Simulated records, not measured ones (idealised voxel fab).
process module | voxel gate over fins
cross-section cut | 190 nm wide | cells 5 nm
A cross-section is a grid of square cells, given in bands from the top down. A band is one or more rows of cells.
Each band's line starts with the height of the band's top and of its bottom, in nm. Then come its materials from left to right, each with its width in nm. One material with "throughout" fills the band from edge to edge. "air" is empty space.
Height 0 is the level under which the wafer as received is all one material. The lowest band goes on downwards, as in "0 down".
A width such as "30 to 40" changes by the same amount from each row of cells to the next, from the band's top row to its bottom row.
"no change" after a step means that no cell of the cross-section changed.
closed voids: empty space of 8 cells or more with no open way to the top, each as width x height at its distance from the left edge, in nm
after a step's settings: what the simulator itself notes on the step
overlay nm, on a step with a mask: how far to the right of its planned place the mask lay; to the left if negative
plan
1 op RECEIVE | material Si
2 op CONFORMAL_DEP | material SiN | thk nm 10
3 op DIRECTIONAL_DEP | material aC | thk nm 15
4 op PATTERN | tone cover | mask id FINS | material resist | width nm 15 | pitch nm 40 | thk nm 30 | overlay nm 0
5 op DIRECTIONAL_ETCH | etch materials aC | depth nm 15
6 op STRIP | etch materials resist
7 op DIRECTIONAL_ETCH | etch materials SiN | depth nm 10
8 op DIRECTIONAL_ETCH | etch materials Si | depth nm 30
9 op STRIP | etch materials aC
10 op FILL_DEP | material SiO2 | thk nm 10
11 op CMP | height nm 10
12 op SELECTIVE_ETCH | etch materials SiO2 | depth nm 15
13 op STRIP | etch materials SiN
14 op CONFORMAL_DEP | material HfO2 | thk nm 5
15 op CONFORMAL_DEP | material TiN | thk nm 5
16 op CONFORMAL_DEP | material TiAl | thk nm 5
17 op CONFORMAL_DEP | material TiN | thk nm 5
18 op FILL_DEP | material W | thk nm 10
19 op CMP | height nm 25
20 op CONFORMAL_DEP | material SiCN | thk nm 5
varied across the wafers: depth nm of step 12. The plan shows the first wafer's value. All wafers start alike
first wafer as received, after step 1
  0 down: Si throughout
  closed voids: none
each wafer at the end: cells of each material gained (+) or lost (-) since it was received, then its closed voids
depth nm 15 | +44 HfO2 | -174 Si | +38 SiCN | +145 SiO2 | +42 TiAl | +84 TiN | +49 W | closed voids: none
depth nm 20 | +50 HfO2 | -174 Si | +38 SiCN | +116 SiO2 | +46 TiAl | +92 TiN | +60 W | closed voids: none
depth nm 25 | +56 HfO2 | -174 Si | +38 SiCN | +87 SiO2 | +50 TiAl | +100 TiN | +71 W | closed voids: none
depth nm 30 | +62 HfO2 | -174 Si | +38 SiCN | +58 SiO2 | +54 TiAl | +108 TiN | +82 W | closed voids: none
depth nm 35 | +68 HfO2 | -174 Si | +38 SiCN | +29 SiO2 | +58 TiAl | +116 TiN | +93 W | closed voids: none
depth nm 40 | +74 HfO2 | -174 Si | +38 SiCN | +62 TiAl | +124 TiN | +104 W | closed voids: none
